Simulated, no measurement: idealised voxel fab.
process module | voxel transistor to metal
cross-section cut | 210 nm wide | cells 5 nm
A cross-section is a grid of square cells, given in bands from the top down. A band is one or more rows of cells.
Each band's line starts with the height of the band's top and of its bottom, in nm. Then come its materials from left to right, each with its width in nm. One material with "throughout" fills the band from edge to edge. "air" is empty space.
Height 0 is the level under which the wafer as received is all one material. The lowest band goes on downwards, as in "0 down".
A width such as "30 to 40" changes by the same amount from each row of cells to the next, from the band's top row to its bottom row.
"no change" after a step means that no cell of the cross-section changed.
closed voids: empty space of 8 cells or more with no open way to the top, each as width x height at its distance from the left edge, in nm
after a step's settings: what the simulator itself notes on the step
overlay nm, on a step with a mask: how far to the right of its planned place the mask lay; to the left if negative
plan
1 op RECEIVE | material Si
2 op OXIDIZE | depth nm 5
3 op CONFORMAL_DEP | material SiN | thk nm 10
4 op PATTERN | tone cover | mask id ACTIVE | material resist | width nm 110 | thk nm 20 | overlay nm 0
5 op DIRECTIONAL_ETCH | etch materials SiN | depth nm 10
6 op DIRECTIONAL_ETCH | etch materials SiO2 | depth nm 5
7 op DIRECTIONAL_ETCH | etch materials Si | depth nm 30
8 op STRIP | etch materials resist
9 op OXIDIZE | depth nm 5
10 op FILL_DEP | material SiO2 | thk nm 10
11 op CMP | height nm 10
12 op SELECTIVE_ETCH | etch materials SiO2 | depth nm 5
13 op STRIP | etch materials SiN
14 op SELECTIVE_ETCH | etch materials SiO2 | depth nm 5
15 op OXIDIZE | depth nm 5
16 op DIRECTIONAL_DEP | material polySi | thk nm 20
17 op DIRECTIONAL_DEP | material SiCN | thk nm 10
18 op MASKED_ETCH | tone cover | mask id GATE | width nm 30 | etch materials SiCN | depth nm 20 | overlay nm 0
19 op MASKED_ETCH | tone cover | mask id GATE | width nm 30 | etch materials polySi | depth nm 30 | overlay nm 0
20 op CONFORMAL_DEP | material SiN | thk nm 5
21 op DIRECTIONAL_ETCH | etch materials SiN | depth nm 5
22 op DIRECTIONAL_ETCH | etch materials SiO2 | depth nm 5
23 op DIRECTIONAL_ETCH | etch materials Si | depth nm 15
24 op EPI | material pSi | thk nm 20
25 op FILL_DEP | material SiO2 | thk nm 10
26 op CMP | height nm 15
27 op STRIP | etch materials polySi
28 op SELECTIVE_ETCH | etch materials SiO2 | depth nm 5
29 op CONFORMAL_DEP | material HfO2 | thk nm 5
30 op CONFORMAL_DEP | material TiN | thk nm 5
31 op FILL_DEP | material W | thk nm 10
32 op CMP | height nm 10
33 op DIRECTIONAL_DEP | material SiO2 | thk nm 15
34 op MASKED_ETCH | tone open | mask id CONTACT | width nm 15 | pitch nm 75 | etch materials SiO2 | depth nm 30 | overlay nm 0
35 op CONFORMAL_DEP | material TiN | thk nm 5
36 op FILL_DEP | material Ru | thk nm 5
37 op CMP | height nm 25
38 op DIRECTIONAL_DEP | material TiN | thk nm 5
39 op DIRECTIONAL_DEP | material Ru | thk nm 20
40 op DIRECTIONAL_DEP | material aC | thk nm 15
41 op PATTERN | tone cover | mask id METAL_1 | material resist | width nm 15 | pitch nm 75 | thk nm 35 | overlay nm 0
42 op DIRECTIONAL_ETCH | etch materials aC | depth nm 15
43 op STRIP | etch materials resist
44 op DIRECTIONAL_ETCH | etch materials Ru | depth nm 20
45 op DIRECTIONAL_ETCH | etch materials TiN | depth nm 5
46 op STRIP | etch materials aC
47 op FILL_DEP | material lowk | thk nm 5
48 op CMP | height nm 50
49 op CONFORMAL_DEP | material SiN | thk nm 5
first wafer, as planned
as received, after step 1
  0 down: Si throughout
  closed voids: none
after step 2
  0 to -5: SiO2 throughout
  below -5: unchanged
after step 3
  10 to 0: SiN throughout
  below 0: unchanged
after step 4
  30 to 10: air 50 | resist 110 | air 50
  below 10: unchanged
after step 5
  30 to 10: air 50 | resist 110 | air 50
  10 to 0: air 50 | SiN 110 | air 50
  below 0: unchanged
after step 6
  30 to 10: air 50 | resist 110 | air 50
  10 to 0: air 50 | SiN 110 | air 50
  0 to -5: air 50 | SiO2 110 | air 50
  below -5: unchanged
after step 7
  30 to 10: air 50 | resist 110 | air 50
  10 to 0: air 50 | SiN 110 | air 50
  0 to -5: air 50 | SiO2 110 | air 50
  -5 to -35: air 50 | Si 110 | air 50
  below -35: unchanged
after step 8
  10 to 0: air 50 | SiN 110 | air 50
  below 0: unchanged
after step 9
  10 to 0: air 50 | SiN 110 | air 50
  0 to -5: air 50 | SiO2 110 | air 50
  -5 to -35: air 50 | SiO2 5 | Si 100 | SiO2 5 | air 50
  -35 to -40: SiO2 55 | Si 100 | SiO2 55
  below -40: unchanged
after step 10
  20 to 10: SiO2 throughout
  10 to 0: SiO2 50 | SiN 110 | SiO2 50
  0 to -5: SiO2 throughout
  -5 to -40: SiO2 55 | Si 100 | SiO2 55
  below -40: unchanged
after step 11
  10 to 0: SiO2 50 | SiN 110 | SiO2 50
  below 0: unchanged
after step 12
  10 to 5: air 50 | SiN 110 | air 50
  below 5: unchanged
after step 13
  5 to 0: SiO2 50 | air 110 | SiO2 50
  below 0: unchanged
after step 14
  0 to -5: SiO2 45 | air 120 | SiO2 45
  below -5: unchanged
after step 15
  0 to -5: SiO2 45 | air 120 | SiO2 45
  -5 to -10: SiO2 throughout
  below -10: unchanged
after step 16
  20 to 15: polySi 45 | air 120 | polySi 45
  15 to 0: polySi throughout
  0 to -5: SiO2 45 | polySi 120 | SiO2 45
  below -5: unchanged
after step 17
  30 to 25: SiCN 45 | air 120 | SiCN 45
  25 to 20: SiCN throughout
  20 to 15: polySi 45 | SiCN 120 | polySi 45
  below 15: unchanged
after step 18
  25 to 20: air 90 | SiCN 30 | air 90
  20 to 15: polySi 45 | air 45 | SiCN 30 | air 45 | polySi 45
  below 15: unchanged
after step 19
  25 to 15: air 90 | SiCN 30 | air 90
  15 to 0: air 90 | polySi 30 | air 90
  0 to -5: SiO2 45 | air 45 | polySi 30 | air 45 | SiO2 45
  below -5: unchanged
after step 20
  30 to 25: air 85 | SiN 40 | air 85
  25 to 15: air 85 | SiN 5 | SiCN 30 | SiN 5 | air 85
  15 to 5: air 85 | SiN 5 | polySi 30 | SiN 5 | air 85
  5 to 0: SiN 50 | air 35 | SiN 5 | polySi 30 | SiN 5 | air 35 | SiN 50
  0 to -5: SiO2 45 | SiN 45 | polySi 30 | SiN 45 | SiO2 45
  below -5: unchanged
after step 21
  25 to 15: air 85 | SiN 5 | SiCN 30 | SiN 5 | air 85
  15 to 0: air 85 | SiN 5 | polySi 30 | SiN 5 | air 85
  0 to -5: SiO2 45 | SiN 5 | air 35 | SiN 5 | polySi 30 | SiN 5 | air 35 | SiN 5 | SiO2 45
  below -5: unchanged
after step 22
  25 to 15: air 85 | SiN 5 | SiCN 30 | SiN 5 | air 85
  15 to 0: air 85 | SiN 5 | polySi 30 | SiN 5 | air 85
  0 to -5: air 45 | SiN 5 | air 35 | SiN 5 | polySi 30 | SiN 5 | air 35 | SiN 5 | air 45
  -5 to -10: SiO2 50 | air 35 | SiO2 40 | air 35 | SiO2 50
  below -10: unchanged
after step 23
  25 to 15: air 85 | SiN 5 | SiCN 30 | SiN 5 | air 85
  15 to 0: air 85 | SiN 5 | polySi 30 | SiN 5 | air 85
  0 to -5: air 45 | SiN 5 | air 35 | SiN 5 | polySi 30 | SiN 5 | air 35 | SiN 5 | air 45
  -5 to -10: SiO2 50 | air 35 | SiO2 40 | air 35 | SiO2 50
  -10 to -25: SiO2 55 | air 30 | Si 40 | air 30 | SiO2 55
  below -25: unchanged
after step 24
  25 to 15: air 85 | SiN 5 | SiCN 30 | SiN 5 | air 85
  15 to 10: air 85 | SiN 5 | polySi 30 | SiN 5 | air 85
  10 to 0: air 65 | pSi 20 | SiN 5 | polySi 30 | SiN 5 | pSi 20 | air 65
  0 to -5: air 45 | SiN 5 | air 15 | pSi 20 | SiN 5 | polySi 30 | SiN 5 | pSi 20 | air 15 | SiN 5 | air 45
  -5 to -10: SiO2 50 | pSi 35 | SiO2 40 | pSi 35 | SiO2 50
  -10 to -25: SiO2 55 | pSi 30 | Si 40 | pSi 30 | SiO2 55
  below -25: unchanged
after step 25
  35 to 25: SiO2 throughout
  25 to 15: SiO2 85 | SiN 5 | SiCN 30 | SiN 5 | SiO2 85
  15 to 10: SiO2 85 | SiN 5 | polySi 30 | SiN 5 | SiO2 85
  10 to 0: SiO2 65 | pSi 20 | SiN 5 | polySi 30 | SiN 5 | pSi 20 | SiO2 65
  0 to -5: SiO2 45 | SiN 5 | SiO2 15 | pSi 20 | SiN 5 | polySi 30 | SiN 5 | pSi 20 | SiO2 15 | SiN 5 | SiO2 45
  below -5: unchanged
after step 26
  15 to 10: SiO2 85 | SiN 5 | polySi 30 | SiN 5 | SiO2 85
  below 10: unchanged
after step 27
  15 to 10: SiO2 85 | SiN 5 | air 30 | SiN 5 | SiO2 85
  10 to 0: SiO2 65 | pSi 20 | SiN 5 | air 30 | SiN 5 | pSi 20 | SiO2 65
  0 to -5: SiO2 45 | SiN 5 | SiO2 15 | pSi 20 | SiN 5 | air 30 | SiN 5 | pSi 20 | SiO2 15 | SiN 5 | SiO2 45
  below -5: unchanged
after step 28
  15 to 10: air 85 | SiN 5 | air 30 | SiN 5 | air 85
  10 to 0: SiO2 65 | pSi 20 | SiN 5 | air 30 | SiN 5 | pSi 20 | SiO2 65
  0 to -5: SiO2 45 | SiN 5 | SiO2 15 | pSi 20 | SiN 5 | air 30 | SiN 5 | pSi 20 | SiO2 15 | SiN 5 | SiO2 45
  -5 to -10: SiO2 50 | pSi 35 | air 40 | pSi 35 | SiO2 50
  below -10: unchanged
after step 29
  20 to 15: air 80 | HfO2 15 | air 20 | HfO2 15 | air 80
  15 to 10: HfO2 85 | SiN 5 | HfO2 5 | air 20 | HfO2 5 | SiN 5 | HfO2 85
  10 to 0: SiO2 65 | pSi 20 | SiN 5 | HfO2 5 | air 20 | HfO2 5 | SiN 5 | pSi 20 | SiO2 65
  0 to -5: SiO2 45 | SiN 5 | SiO2 15 | pSi 20 | SiN 5 | HfO2 5 | air 20 | HfO2 5 | SiN 5 | pSi 20 | SiO2 15 | SiN 5 | SiO2 45
  -5 to -10: SiO2 50 | pSi 35 | HfO2 40 | pSi 35 | SiO2 50
  below -10: unchanged
after step 30
  25 to 20: air 75 | TiN 25 | air 10 | TiN 25 | air 75
  20 to 15: TiN 80 | HfO2 15 | TiN 5 | air 10 | TiN 5 | HfO2 15 | TiN 80
  15 to 10: HfO2 85 | SiN 5 | HfO2 5 | TiN 5 | air 10 | TiN 5 | HfO2 5 | SiN 5 | HfO2 85
  10 to 0: SiO2 65 | pSi 20 | SiN 5 | HfO2 5 | TiN 5 | air 10 | TiN 5 | HfO2 5 | SiN 5 | pSi 20 | SiO2 65
  0 to -5: SiO2 45 | SiN 5 | SiO2 15 | pSi 20 | SiN 5 | HfO2 5 | TiN 20 | HfO2 5 | SiN 5 | pSi 20 | SiO2 15 | SiN 5 | SiO2 45
  below -5: unchanged
after step 31
  35 to 25: W throughout
  25 to 20: W 75 | TiN 25 | W 10 | TiN 25 | W 75
  20 to 15: TiN 80 | HfO2 15 | TiN 5 | W 10 | TiN 5 | HfO2 15 | TiN 80
  15 to 10: HfO2 85 | SiN 5 | HfO2 5 | TiN 5 | W 10 | TiN 5 | HfO2 5 | SiN 5 | HfO2 85
  10 to 0: SiO2 65 | pSi 20 | SiN 5 | HfO2 5 | TiN 5 | W 10 | TiN 5 | HfO2 5 | SiN 5 | pSi 20 | SiO2 65
  below 0: unchanged
after step 32
  10 to 0: SiO2 65 | pSi 20 | SiN 5 | HfO2 5 | TiN 5 | W 10 | TiN 5 | HfO2 5 | SiN 5 | pSi 20 | SiO2 65
  below 0: unchanged
after step 33
  25 to 10: SiO2 throughout
  below 10: unchanged
after step 34
  25 to 10: SiO2 60 | air 15 | SiO2 60 | air 15 | SiO2 60
  10 to 0: SiO2 60 | air 5 | pSi 20 | SiN 5 | HfO2 5 | TiN 5 | W 10 | TiN 5 | HfO2 5 | SiN 5 | pSi 20 | air 5 | SiO2 60
  0 to -5: SiO2 45 | SiN 5 | SiO2 10 | air 5 | pSi 20 | SiN 5 | HfO2 5 | TiN 20 | HfO2 5 | SiN 5 | pSi 20 | air 5 | SiO2 10 | SiN 5 | SiO2 45
  below -5: unchanged
after step 35
  30 to 25: TiN 65 | air 5 | TiN 70 | air 5 | TiN 65
  25 to 15: SiO2 60 | TiN 5 | air 5 | TiN 5 | SiO2 60 | TiN 5 | air 5 | TiN 5 | SiO2 60
  15 to 10: SiO2 60 | TiN 15 | SiO2 60 | TiN 15 | SiO2 60
  10 to 0: SiO2 60 | TiN 5 | pSi 20 | SiN 5 | HfO2 5 | TiN 5 | W 10 | TiN 5 | HfO2 5 | SiN 5 | pSi 20 | TiN 5 | SiO2 60
  0 to -5: SiO2 45 | SiN 5 | SiO2 10 | TiN 5 | pSi 20 | SiN 5 | HfO2 5 | TiN 20 | HfO2 5 | SiN 5 | pSi 20 | TiN 5 | SiO2 10 | SiN 5 | SiO2 45
  below -5: unchanged
after step 36
  35 to 30: Ru throughout
  30 to 25: TiN 65 | Ru 5 | TiN 70 | Ru 5 | TiN 65
  25 to 15: SiO2 60 | TiN 5 | Ru 5 | TiN 5 | SiO2 60 | TiN 5 | Ru 5 | TiN 5 | SiO2 60
  below 15: unchanged
after step 37
  25 to 15: SiO2 60 | TiN 5 | Ru 5 | TiN 5 | SiO2 60 | TiN 5 | Ru 5 | TiN 5 | SiO2 60
  below 15: unchanged
after step 38
  30 to 25: TiN throughout
  below 25: unchanged
after step 39
  50 to 30: Ru throughout
  below 30: unchanged
after step 40
  65 to 50: aC throughout
  below 50: unchanged
after step 41
  100 to 65: air 60 | resist 15 | air 60 | resist 15 | air 60
  below 65: unchanged
after step 42
  85 to 65: air 60 | resist 15 | air 60 | resist 15 | air 60
  65 to 50: air 60 | aC 15 | air 60 | aC 15 | air 60
  below 50: unchanged
after step 43
  65 to 50: air 60 | aC 15 | air 60 | aC 15 | air 60
  below 50: unchanged
after step 44
  65 to 50: air 60 | aC 15 | air 60 | aC 15 | air 60
  50 to 30: air 60 | Ru 15 | air 60 | Ru 15 | air 60
  below 30: unchanged
after step 45
  65 to 50: air 60 | aC 15 | air 60 | aC 15 | air 60
  50 to 30: air 60 | Ru 15 | air 60 | Ru 15 | air 60
  30 to 25: air 60 | TiN 15 | air 60 | TiN 15 | air 60
  below 25: unchanged
after step 46
  50 to 30: air 60 | Ru 15 | air 60 | Ru 15 | air 60
  below 30: unchanged
after step 47
  55 to 50: lowk throughout
  50 to 30: lowk 60 | Ru 15 | lowk 60 | Ru 15 | lowk 60
  30 to 25: lowk 60 | TiN 15 | lowk 60 | TiN 15 | lowk 60
  below 25: unchanged
after step 48
  50 to 30: lowk 60 | Ru 15 | lowk 60 | Ru 15 | lowk 60
  below 30: unchanged
after step 49
  55 to 50: SiN throughout
  below 50: unchanged
second wafer: like start, like plan, one mistake. Through step 3 it matches the first wafer
when step 4 should have ended
  30 to 10: air 60 | resist 110 | air 40
  below 10: unchanged
when step 5 should have ended
  30 to 10: air 60 | resist 110 | air 40
  10 to 0: air 60 | SiN 110 | air 40
  below 0: unchanged
when step 6 should have ended
  30 to 10: air 60 | resist 110 | air 40
  10 to 0: air 60 | SiN 110 | air 40
  0 to -5: air 60 | SiO2 110 | air 40
  below -5: unchanged
when step 7 should have ended
  30 to 10: air 60 | resist 110 | air 40
  10 to 0: air 60 | SiN 110 | air 40
  0 to -5: air 60 | SiO2 110 | air 40
  -5 to -35: air 60 | Si 110 | air 40
  below -35: unchanged
when step 8 should have ended
  10 to 0: air 60 | SiN 110 | air 40
  below 0: unchanged
when step 9 should have ended
  10 to 0: air 60 | SiN 110 | air 40
  0 to -5: air 60 | SiO2 110 | air 40
  -5 to -35: air 60 | SiO2 5 | Si 100 | SiO2 5 | air 40
  -35 to -40: SiO2 65 | Si 100 | SiO2 45
  below -40: unchanged
when step 10 should have ended
  20 to 10: SiO2 throughout
  10 to 0: SiO2 60 | SiN 110 | SiO2 40
  0 to -5: SiO2 throughout
  -5 to -40: SiO2 65 | Si 100 | SiO2 45
  below -40: unchanged
when step 11 should have ended
  10 to 0: SiO2 60 | SiN 110 | SiO2 40
  below 0: unchanged
when step 12 should have ended
  10 to 5: air 60 | SiN 110 | air 40
  below 5: unchanged
when step 13 should have ended
  5 to 0: SiO2 60 | air 110 | SiO2 40
  below 0: unchanged
when step 14 should have ended
  0 to -5: SiO2 55 | air 120 | SiO2 35
  below -5: unchanged
when step 15 should have ended
  0 to -5: SiO2 55 | air 120 | SiO2 35
  -5 to -10: SiO2 throughout
  below -10: unchanged
when step 16 should have ended
  20 to 15: polySi 55 | air 120 | polySi 35
  15 to 0: polySi throughout
  0 to -5: SiO2 55 | polySi 120 | SiO2 35
  below -5: unchanged
when step 17 should have ended
  30 to 25: SiCN 55 | air 120 | SiCN 35
  25 to 20: SiCN throughout
  20 to 15: polySi 55 | SiCN 120 | polySi 35
  below 15: unchanged
when step 18 should have ended
  25 to 20: air 90 | SiCN 30 | air 90
  20 to 15: polySi 55 | air 35 | SiCN 30 | air 55 | polySi 35
  below 15: unchanged
when step 19 should have ended
  25 to 15: air 90 | SiCN 30 | air 90
  15 to 0: air 90 | polySi 30 | air 90
  0 to -5: SiO2 55 | air 35 | polySi 30 | air 55 | SiO2 35
  below -5: unchanged
when step 20 should have ended
  30 to 25: air 85 | SiN 40 | air 85
  25 to 15: air 85 | SiN 5 | SiCN 30 | SiN 5 | air 85
  15 to 5: air 85 | SiN 5 | polySi 30 | SiN 5 | air 85
  5 to 0: SiN 60 | air 25 | SiN 5 | polySi 30 | SiN 5 | air 45 | SiN 40
  0 to -5: SiO2 55 | SiN 35 | polySi 30 | SiN 55 | SiO2 35
  below -5: unchanged
when step 21 should have ended
  25 to 15: air 85 | SiN 5 | SiCN 30 | SiN 5 | air 85
  15 to 0: air 85 | SiN 5 | polySi 30 | SiN 5 | air 85
  0 to -5: SiO2 55 | SiN 5 | air 25 | SiN 5 | polySi 30 | SiN 5 | air 45 | SiN 5 | SiO2 35
  below -5: unchanged
when step 22 should have ended
  25 to 15: air 85 | SiN 5 | SiCN 30 | SiN 5 | air 85
  15 to 0: air 85 | SiN 5 | polySi 30 | SiN 5 | air 85
  0 to -5: air 55 | SiN 5 | air 25 | SiN 5 | polySi 30 | SiN 5 | air 45 | SiN 5 | air 35
  -5 to -10: SiO2 60 | air 25 | SiO2 40 | air 45 | SiO2 40
  below -10: unchanged
when step 23 should have ended
  25 to 15: air 85 | SiN 5 | SiCN 30 | SiN 5 | air 85
  15 to 0: air 85 | SiN 5 | polySi 30 | SiN 5 | air 85
  0 to -5: air 55 | SiN 5 | air 25 | SiN 5 | polySi 30 | SiN 5 | air 45 | SiN 5 | air 35
  -5 to -10: SiO2 60 | air 25 | SiO2 40 | air 45 | SiO2 40
  -10 to -25: SiO2 65 | air 20 | Si 40 | air 40 | SiO2 45
  below -25: unchanged
when step 24 should have ended
  25 to 15: air 85 | SiN 5 | SiCN 30 | SiN 5 | air 85
  15 to 10: air 85 | SiN 5 | polySi 30 | SiN 5 | air 85
  10 to 0: air 65 | pSi 20 | SiN 5 | polySi 30 | SiN 5 | pSi 20 | air 65
  0 to -5: air 55 | SiN 5 | air 5 | pSi 20 | SiN 5 | polySi 30 | SiN 5 | pSi 20 | air 25 | SiN 5 | air 35
  -5 to -10: SiO2 60 | pSi 25 | SiO2 40 | pSi 45 | SiO2 40
  -10 to -25: SiO2 65 | pSi 20 | Si 40 | pSi 40 | SiO2 45
  below -25: unchanged
when step 25 should have ended
  35 to 25: SiO2 throughout
  25 to 15: SiO2 85 | SiN 5 | SiCN 30 | SiN 5 | SiO2 85
  15 to 10: SiO2 85 | SiN 5 | polySi 30 | SiN 5 | SiO2 85
  10 to 0: SiO2 65 | pSi 20 | SiN 5 | polySi 30 | SiN 5 | pSi 20 | SiO2 65
  0 to -5: SiO2 55 | SiN 5 | SiO2 5 | pSi 20 | SiN 5 | polySi 30 | SiN 5 | pSi 20 | SiO2 25 | SiN 5 | SiO2 35
  below -5: unchanged
when step 26 should have ended
  15 to 10: SiO2 85 | SiN 5 | polySi 30 | SiN 5 | SiO2 85
  below 10: unchanged
when step 27 should have ended
  15 to 10: SiO2 85 | SiN 5 | air 30 | SiN 5 | SiO2 85
  10 to 0: SiO2 65 | pSi 20 | SiN 5 | air 30 | SiN 5 | pSi 20 | SiO2 65
  0 to -5: SiO2 55 | SiN 5 | SiO2 5 | pSi 20 | SiN 5 | air 30 | SiN 5 | pSi 20 | SiO2 25 | SiN 5 | SiO2 35
  below -5: unchanged
when step 28 should have ended
  15 to 10: air 85 | SiN 5 | air 30 | SiN 5 | air 85
  10 to 0: SiO2 65 | pSi 20 | SiN 5 | air 30 | SiN 5 | pSi 20 | SiO2 65
  0 to -5: SiO2 55 | SiN 5 | SiO2 5 | pSi 20 | SiN 5 | air 30 | SiN 5 | pSi 20 | SiO2 25 | SiN 5 | SiO2 35
  -5 to -10: SiO2 60 | pSi 25 | air 40 | pSi 45 | SiO2 40
  below -10: unchanged
when step 29 should have ended
  20 to 15: air 80 | HfO2 15 | air 20 | HfO2 15 | air 80
  15 to 10: HfO2 85 | SiN 5 | HfO2 5 | air 20 | HfO2 5 | SiN 5 | HfO2 85
  10 to 0: SiO2 65 | pSi 20 | SiN 5 | HfO2 5 | air 20 | HfO2 5 | SiN 5 | pSi 20 | SiO2 65
  0 to -5: SiO2 55 | SiN 5 | SiO2 5 | pSi 20 | SiN 5 | HfO2 5 | air 20 | HfO2 5 | SiN 5 | pSi 20 | SiO2 25 | SiN 5 | SiO2 35
  -5 to -10: SiO2 60 | pSi 25 | HfO2 40 | pSi 45 | SiO2 40
  below -10: unchanged
when step 30 should have ended
  25 to 20: air 75 | TiN 25 | air 10 | TiN 25 | air 75
  20 to 15: TiN 80 | HfO2 15 | TiN 5 | air 10 | TiN 5 | HfO2 15 | TiN 80
  15 to 10: HfO2 85 | SiN 5 | HfO2 5 | TiN 5 | air 10 | TiN 5 | HfO2 5 | SiN 5 | HfO2 85
  10 to 0: SiO2 65 | pSi 20 | SiN 5 | HfO2 5 | TiN 5 | air 10 | TiN 5 | HfO2 5 | SiN 5 | pSi 20 | SiO2 65
  0 to -5: SiO2 55 | SiN 5 | SiO2 5 | pSi 20 | SiN 5 | HfO2 5 | TiN 20 | HfO2 5 | SiN 5 | pSi 20 | SiO2 25 | SiN 5 | SiO2 35
  below -5: unchanged
when step 31 should have ended
  35 to 25: W throughout
  25 to 20: W 75 | TiN 25 | W 10 | TiN 25 | W 75
  20 to 15: TiN 80 | HfO2 15 | TiN 5 | W 10 | TiN 5 | HfO2 15 | TiN 80
  15 to 10: HfO2 85 | SiN 5 | HfO2 5 | TiN 5 | W 10 | TiN 5 | HfO2 5 | SiN 5 | HfO2 85
  10 to 0: SiO2 65 | pSi 20 | SiN 5 | HfO2 5 | TiN 5 | W 10 | TiN 5 | HfO2 5 | SiN 5 | pSi 20 | SiO2 65
  below 0: unchanged
when step 32 should have ended
  10 to 0: SiO2 65 | pSi 20 | SiN 5 | HfO2 5 | TiN 5 | W 10 | TiN 5 | HfO2 5 | SiN 5 | pSi 20 | SiO2 65
  below 0: unchanged
when step 33 should have ended
  25 to 10: SiO2 throughout
  below 10: unchanged
when step 34 should have ended
  25 to 10: SiO2 60 | air 15 | SiO2 60 | air 15 | SiO2 60
  10 to 0: SiO2 60 | air 5 | pSi 20 | SiN 5 | HfO2 5 | TiN 5 | W 10 | TiN 5 | HfO2 5 | SiN 5 | pSi 20 | air 5 | SiO2 60
  0 to -5: SiO2 55 | SiN 5 | air 5 | pSi 20 | SiN 5 | HfO2 5 | TiN 20 | HfO2 5 | SiN 5 | pSi 20 | air 5 | SiO2 20 | SiN 5 | SiO2 35
  below -5: unchanged
when step 35 should have ended
  30 to 25: TiN 65 | air 5 | TiN 70 | air 5 | TiN 65
  25 to 15: SiO2 60 | TiN 5 | air 5 | TiN 5 | SiO2 60 | TiN 5 | air 5 | TiN 5 | SiO2 60
  15 to 10: SiO2 60 | TiN 15 | SiO2 60 | TiN 15 | SiO2 60
  10 to 0: SiO2 60 | TiN 5 | pSi 20 | SiN 5 | HfO2 5 | TiN 5 | W 10 | TiN 5 | HfO2 5 | SiN 5 | pSi 20 | TiN 5 | SiO2 60
  0 to -5: SiO2 55 | SiN 5 | TiN 5 | pSi 20 | SiN 5 | HfO2 5 | TiN 20 | HfO2 5 | SiN 5 | pSi 20 | TiN 5 | SiO2 20 | SiN 5 | SiO2 35
  below -5: unchanged
when step 36 should have ended
  35 to 30: Ru throughout
  30 to 25: TiN 65 | Ru 5 | TiN 70 | Ru 5 | TiN 65
  25 to 15: SiO2 60 | TiN 5 | Ru 5 | TiN 5 | SiO2 60 | TiN 5 | Ru 5 | TiN 5 | SiO2 60
  below 15: unchanged
when step 37 should have ended
  25 to 15: SiO2 60 | TiN 5 | Ru 5 | TiN 5 | SiO2 60 | TiN 5 | Ru 5 | TiN 5 | SiO2 60
  below 15: unchanged
when step 38 should have ended
  30 to 25: TiN throughout
  below 25: unchanged
when step 39 should have ended
  50 to 30: Ru throughout
  below 30: unchanged
when step 40 should have ended
  65 to 50: aC throughout
  below 50: unchanged
when step 41 should have ended
  100 to 65: air 60 | resist 15 | air 60 | resist 15 | air 60
  below 65: unchanged
when step 42 should have ended
  85 to 65: air 60 | resist 15 | air 60 | resist 15 | air 60
  65 to 50: air 60 | aC 15 | air 60 | aC 15 | air 60
  below 50: unchanged
when step 43 should have ended
  65 to 50: air 60 | aC 15 | air 60 | aC 15 | air 60
  below 50: unchanged
when step 44 should have ended
  65 to 50: air 60 | aC 15 | air 60 | aC 15 | air 60
  50 to 30: air 60 | Ru 15 | air 60 | Ru 15 | air 60
  below 30: unchanged
when step 45 should have ended
  65 to 50: air 60 | aC 15 | air 60 | aC 15 | air 60
  50 to 30: air 60 | Ru 15 | air 60 | Ru 15 | air 60
  30 to 25: air 60 | TiN 15 | air 60 | TiN 15 | air 60
  below 25: unchanged
when step 46 should have ended
  50 to 30: air 60 | Ru 15 | air 60 | Ru 15 | air 60
  below 30: unchanged
when step 47 should have ended
  55 to 50: lowk throughout
  50 to 30: lowk 60 | Ru 15 | lowk 60 | Ru 15 | lowk 60
  30 to 25: lowk 60 | TiN 15 | lowk 60 | TiN 15 | lowk 60
  below 25: unchanged
when step 48 should have ended
  50 to 30: lowk 60 | Ru 15 | lowk 60 | Ru 15 | lowk 60
  below 30: unchanged
when step 49 should have ended
  55 to 50: SiN throughout
  below 50: unchanged
what went wrong: step 4 ran as: op PATTERN | tone cover | mask id ACTIVE | material resist | width nm 110 | thk nm 20 | overlay nm 10
at the end the second wafer has, in cells: as many of each material as the first, in other places
